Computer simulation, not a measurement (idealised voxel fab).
process module | voxel capacitor over wiring
cross-section cut | 185 nm wide | cells 5 nm
A cross-section is a grid of square cells, given in bands from the top down. A band is one or more rows of cells.
Each band's line starts with the height of the band's top and of its bottom, in nm. Then come its materials from left to right, each with its width in nm. One material with "throughout" fills the band from edge to edge. "air" is empty space.
Height 0 is the level under which the wafer as received is all one material. The lowest band goes on downwards, as in "0 down".
A width such as "30 to 40" changes by the same amount from each row of cells to the next, from the band's top row to its bottom row.
"no change" after a step means that no cell of the cross-section changed.
closed voids: empty space of 8 cells or more with no open way to the top, each as width x height at its distance from the left edge, in nm
after a step's settings: what the simulator itself notes on the step
overlay nm, on a step with a mask: how far to the right of its planned place the mask lay; to the left if negative
plan
1 op RECEIVE | material Si
2 op CONFORMAL_DEP | material SiO2 | thk nm 15
3 op DIRECTIONAL_DEP | material TiN | thk nm 5
4 op DIRECTIONAL_DEP | material Ru | thk nm 15
5 op MASKED_ETCH | tone cover | mask id METAL_1 | width nm 30 | pitch nm 100 | etch materials Ru | depth nm 15 | overlay nm 0
6 op MASKED_ETCH | tone cover | mask id METAL_1 | width nm 30 | pitch nm 100 | etch materials TiN | depth nm 5 | overlay nm 0
7 op FILL_DEP | material SiO2 | thk nm 5
8 op CMP | height nm 35
9 op CONFORMAL_DEP | material SiCN | thk nm 5
10 op DIRECTIONAL_DEP | material lowk | thk nm 15
11 op DIRECTIONAL_DEP | material aC | thk nm 15
12 op PATTERN | tone open | mask id PLUG_1 | material resist | width nm 15 | thk nm 35 | overlay nm 0
13 op DIRECTIONAL_ETCH | etch materials aC | depth nm 15
14 op STRIP | etch materials resist
15 op DIRECTIONAL_ETCH | etch materials lowk | depth nm 15
16 op DIRECTIONAL_ETCH | etch materials SiCN | depth nm 5
17 op STRIP | etch materials aC
18 op CONFORMAL_DEP | material TiN | thk nm 5
19 op FILL_DEP | material Cu | thk nm 5
20 op CMP | height nm 55
21 op DIRECTIONAL_DEP | material TiN | thk nm 10
22 op DIRECTIONAL_DEP | material HfO2 | thk nm 5
23 op DIRECTIONAL_DEP | material TiN | thk nm 5
24 op DIRECTIONAL_DEP | material aC | thk nm 10
25 op PATTERN | tone cover | mask id UPPER_PLATE | material resist | width nm 75 | thk nm 30 | overlay nm 0
26 op DIRECTIONAL_ETCH | etch materials aC | depth nm 10
27 op STRIP | etch materials resist
28 op DIRECTIONAL_ETCH | etch materials TiN | depth nm 5
29 op DIRECTIONAL_ETCH | etch materials HfO2 | depth nm 5
30 op STRIP | etch materials aC
31 op DIRECTIONAL_DEP | material aC | thk nm 15
32 op PATTERN | tone cover | mask id LOWER_PLATE | material resist | width nm 85 | thk nm 30 | overlay nm 0
33 op DIRECTIONAL_ETCH | etch materials aC | depth nm 15
34 op STRIP | etch materials resist
35 op DIRECTIONAL_ETCH | etch materials TiN | depth nm 10
36 op STRIP | etch materials aC
37 op FILL_DEP | material SiO2 | thk nm 20
38 op CMP | height nm 90
39 op MASKED_ETCH | tone open | mask id PLUG_2 | width nm 15 | etch materials SiO2 | depth nm 15 | overlay nm 0
40 op CONFORMAL_DEP | material TiN | thk nm 5
41 op FILL_DEP | material Ru | thk nm 5
42 op CMP | height nm 90
43 op CONFORMAL_DEP | material SiCN | thk nm 5
as received, after step 1
  0 down: Si throughout
  closed voids: none
first wafer at the end, as planned
  95 to 90: SiCN throughout
  90 to 80: SiO2 50 | TiN 5 | Ru 5 | TiN 5 | SiO2 120
  80 to 70: SiO2 50 to 40 | TiN 15 to 75 | SiO2 120 to 70
  70 to 65: SiO2 40 | HfO2 75 | SiO2 70
  65 to 55: SiO2 35 | TiN 85 | SiO2 65
  55 to 40: lowk 40 | TiN 5 | Cu 5 | TiN 5 | lowk 130
  40 to 35: SiCN 40 | TiN 15 | SiCN 130
  35 to 20: SiO2 25 | Ru 30 | SiO2 70 | Ru 30 | SiO2 30
  20 to 15: SiO2 25 | TiN 30 | SiO2 70 | TiN 30 | SiO2 30
  15 to 0: SiO2 throughout
  0 down: Si throughout
  closed voids: none
second wafer at the end: like start, like plan, one mistake
  95 to 90: SiCN throughout
  90 to 80: SiO2 50 | TiN 5 | Ru 5 | TiN 5 | SiO2 120
  80 to 70: SiO2 50 to 40 | TiN 15 to 75 | SiO2 120 to 70
  70 to 65: SiO2 40 | HfO2 75 | SiO2 70
  65 to 55: SiO2 35 | TiN 85 | SiO2 65
  55 to 50: Cu throughout
  50 to 45: TiN 45 | Cu 5 | TiN 135
  45 to 30: lowk 40 | TiN 5 | Cu 5 | TiN 5 | lowk 130
  30 to 25: SiCN 40 | TiN 15 | SiCN 130
  25 to 20: SiO2 25 | Ru 30 | SiO2 70 | Ru 30 | SiO2 30
  20 to 15: SiO2 25 | TiN 30 | SiO2 70 | TiN 30 | SiO2 30
  15 to 0: SiO2 throughout
  0 down: Si throughout
  closed voids: none
what went wrong: step 8 ran as: op CMP | height nm 25
at the end the second wafer has, in cells: 38 more of Cu | 24 fewer of Ru | 50 fewer of SiO2 | 36 more of TiN
